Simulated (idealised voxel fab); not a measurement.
Process module, titled voxel capacitor over wiring
We display cut, a cross-section 270 nm in width whose square cells are each 5 nm.
Cross-section layout: square cells on a grid; listed as bands, top to bottom; a band spans one or more cell rows. Within each band entry, the heights of the top and of the bottom of the band appear first, in that order and in nm; the materials of the band then follow from left to right, each with its corresponding width in nm. The designation "all across" on a single material indicates that it fills the band from edge to edge; the designation "empty" indicates empty space. Measure heights from 0. That's the level where, below it, the as-received wafer is all one material. The lowest band is bottomless and extends downward; write it as in "0 and below". Top row gets the first number, bottom row gets the second, and each row in between changes by the same step: that is how a band width like "30 to 40" works. What does "stayed the same" mean for a step? It means no cell of the cross-section changed in that step. Voids not open to the top, 8 cells minimum: see "Fully enclosed voids". Written width x height at distance; distance is from the left edge; nm. Heads up: the bit after the settings on a step's line is the simulator's remark on that step. You can add "overlay nm" to a step's line. For a step with a mask, it describes how far the mask lay to the right of its planned position, and a negative number describes a lay to the left.

Process steps (planned):
| 1 | RECEIVE: material Si |
| 2 | CONFORMAL_DEP: material SiO2, thk nm 10 |
| 3 | DIRECTIONAL_DEP: material TiN, thk nm 5 |
| 4 | DIRECTIONAL_DEP: material W, thk nm 15 |
| 5 | MASKED_ETCH: tone cover, mask id METAL_1, width nm 25, pitch nm 95, etch materials W, depth nm 15, overlay nm 0 |
| 6 | MASKED_ETCH: tone cover, mask id METAL_1, width nm 25, pitch nm 95, etch materials TiN, depth nm 5, overlay nm 0 |
| 7 | CONFORMAL_DEP: material SiCN, thk nm 5 |
| 8 | FILL_DEP: material lowk, thk nm 10 |
| 9 | CMP: height nm 30 |
| 10 | CONFORMAL_DEP: material SiCN, thk nm 5 |
| 11 | DIRECTIONAL_DEP: material SiO2, thk nm 10 |
| 12 | DIRECTIONAL_DEP: material aC, thk nm 15 |
| 13 | PATTERN: tone open, mask id PLUG_1, material resist, width nm 15, thk nm 30, overlay nm 0 |
| 14 | DIRECTIONAL_ETCH: etch materials aC, depth nm 15 |
| 15 | STRIP: etch materials resist |
| 16 | DIRECTIONAL_ETCH: etch materials SiO2, depth nm 10 |
| 17 | DIRECTIONAL_ETCH: etch materials SiCN, depth nm 5 |
| 18 | STRIP: etch materials aC |
| 19 | EPI: material Ru, thk nm 10 |
| 20 | EPI: material Ru, thk nm 5 |
| 21 | DIRECTIONAL_DEP: material TiN, thk nm 10 |
| 22 | DIRECTIONAL_DEP: material HfO2, thk nm 5 |
| 23 | DIRECTIONAL_DEP: material TiN, thk nm 5 |
| 24 | MASKED_ETCH: tone cover, mask id UPPER_PLATE, width nm 75, etch materials TiN, depth nm 5, overlay nm 0 |
| 25 | MASKED_ETCH: tone cover, mask id UPPER_PLATE, width nm 75, etch materials HfO2, depth nm 5, overlay nm 0 |
| 26 | DIRECTIONAL_DEP: material aC, thk nm 10 |
| 27 | PATTERN: tone cover, mask id LOWER_PLATE, material resist, width nm 85, thk nm 25, overlay nm 0 |
| 28 | DIRECTIONAL_ETCH: etch materials aC, depth nm 10 |
| 29 | STRIP: etch materials resist |
| 30 | DIRECTIONAL_ETCH: etch materials TiN, depth nm 10 |
| 31 | STRIP: etch materials aC |
| 32 | FILL_DEP: material SiO2, thk nm 20 |
| 33 | CMP: height nm 80 |
| 34 | PATTERN: tone open, mask id PLUG_2, material resist, width nm 15, thk nm 20, overlay nm 0 |
| 35 | DIRECTIONAL_ETCH: etch materials SiO2, depth nm 15 |
| 36 | STRIP: etch materials resist |
| 37 | CONFORMAL_DEP: material TiN, thk nm 5 |
| 38 | FILL_DEP: material W, thk nm 10 |
| 39 | CMP: height nm 80 |
| 40 | CONFORMAL_DEP: material SiN, thk nm 5 |
The thk nm used in step 37 is not the same on every wafer, whereas the starting condition is; the value printed in the plan is the first wafer's.

After step 1, as received: first of several wafers, cross-section:
	0 and below: Si all across
	Fully enclosed voids: none

each wafer at the end: cells of each material gained (+) or lost (-) since it was received, then its closed voids:
thk nm 5; +15 HfO2; +9 Ru; +107 SiCN; +54 SiN; +515 SiO2; +66 TiN; +32 W; +120 lowk; Fully enclosed voids: none
thk nm 10; +15 HfO2; +9 Ru; +107 SiCN; +54 SiN; +515 SiO2; +68 TiN; +30 W; +120 lowk; Fully enclosed voids: none
thk nm 15; +15 HfO2; +9 Ru; +107 SiCN; +54 SiN; +515 SiO2; +68 TiN; +30 W; +120 lowk; Fully enclosed voids: none
thk nm 20; +15 HfO2; +9 Ru; +107 SiCN; +54 SiN; +515 SiO2; +68 TiN; +30 W; +120 lowk; Fully enclosed voids: none
